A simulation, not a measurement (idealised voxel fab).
process module | voxel local oxidation
cross-section cut | 240 nm wide | cells 5 nm
A cross-section is a grid of square cells, given in bands from the top down. A band is one or more rows of cells.
Each band's line starts with the height of the band's top and of its bottom, in nm. Then come its materials from left to right, each with its width in nm. One material with "throughout" fills the band from edge to edge. "air" is empty space.
Height 0 is the level under which the wafer as received is all one material. The lowest band goes on downwards, as in "0 down".
A width such as "30 to 40" changes by the same amount from each row of cells to the next, from the band's top row to its bottom row.
"no change" after a step means that no cell of the cross-section changed.
closed voids: empty space of 8 cells or more with no open way to the top, each as width x height at its distance from the left edge, in nm
after a step's settings: what the simulator itself notes on the step
overlay nm, on a step with a mask: how far to the right of its planned place the mask lay; to the left if negative
plan
1 op RECEIVE | material Si
2 op CONFORMAL_DEP | material SiO2 | thk nm 5
3 op CONFORMAL_DEP | material SiN | thk nm 10
4 op DIRECTIONAL_DEP | material aC | thk nm 15
5 op PATTERN | tone cover | mask id ACTIVE | material resist | width nm 115 | thk nm 30 | overlay nm 0
6 op DIRECTIONAL_ETCH | etch materials aC | depth nm 15
7 op STRIP | etch materials resist
8 op DIRECTIONAL_ETCH | etch materials SiN | depth nm 10
9 op STRIP | etch materials aC
10 op SELECTIVE_ETCH | etch materials SiO2 | depth nm 5
11 op OXIDIZE | depth nm 10
12 op STRIP | etch materials SiN
first wafer, as planned
as received, after step 1
  0 down: Si throughout
  closed voids: none
after step 2
  5 to 0: SiO2 throughout
  below 0: unchanged
after step 3
  15 to 5: SiN throughout
  below 5: unchanged
after step 4
  30 to 15: aC throughout
  below 15: unchanged
after step 5
  60 to 30: air 60 | resist 115 | air 65
  below 30: unchanged
after step 6
  45 to 30: air 60 | resist 115 | air 65
  30 to 15: air 60 | aC 115 | air 65
  below 15: unchanged
after step 7
  30 to 15: air 60 | aC 115 | air 65
  below 15: unchanged
after step 8
  30 to 15: air 60 | aC 115 | air 65
  15 to 5: air 60 | SiN 115 | air 65
  below 5: unchanged
after step 9
  15 to 5: air 60 | SiN 115 | air 65
  below 5: unchanged
after step 10
  15 to 5: air 60 | SiN 115 | air 65
  5 to 0: air 65 | SiO2 105 | air 70
  below 0: unchanged
after step 11
  15 to 5: air 60 | SiN 115 | air 65
  5 to 0: air 65 | SiO2 105 | air 70
  0 to -10: SiO2 75 | Si 85 | SiO2 80
  below -10: unchanged
after step 12
  5 to 0: air 65 | SiO2 105 | air 70
  below 0: unchanged
second wafer: like start, like plan, one mistake. Through step 1 it matches the first wafer
when step 2 should have ended
  15 to 0: SiO2 throughout
  below 0: unchanged
when step 3 should have ended
  25 to 15: SiN throughout
  below 15: unchanged
when step 4 should have ended
  40 to 25: aC throughout
  below 25: unchanged
when step 5 should have ended
  70 to 40: air 60 | resist 115 | air 65
  below 40: unchanged
when step 6 should have ended
  55 to 40: air 60 | resist 115 | air 65
  40 to 25: air 60 | aC 115 | air 65
  below 25: unchanged
when step 7 should have ended
  40 to 25: air 60 | aC 115 | air 65
  below 25: unchanged
when step 8 should have ended
  40 to 25: air 60 | aC 115 | air 65
  25 to 15: air 60 | SiN 115 | air 65
  below 15: unchanged
when step 9 should have ended
  25 to 15: air 60 | SiN 115 | air 65
  below 15: unchanged
when step 10 should have ended
  25 to 15: air 60 | SiN 115 | air 65
  15 to 10: air 65 | SiO2 105 | air 70
  below 10: unchanged
when step 11 should have ended: no change
when step 12 should have ended
  15 to 10: air 65 | SiO2 105 | air 70
  below 10: unchanged
what went wrong: step 2 ran as: op CONFORMAL_DEP | material SiO2 | thk nm 15
at the end the second wafer has, in cells: 62 more of Si | 34 more of SiO2
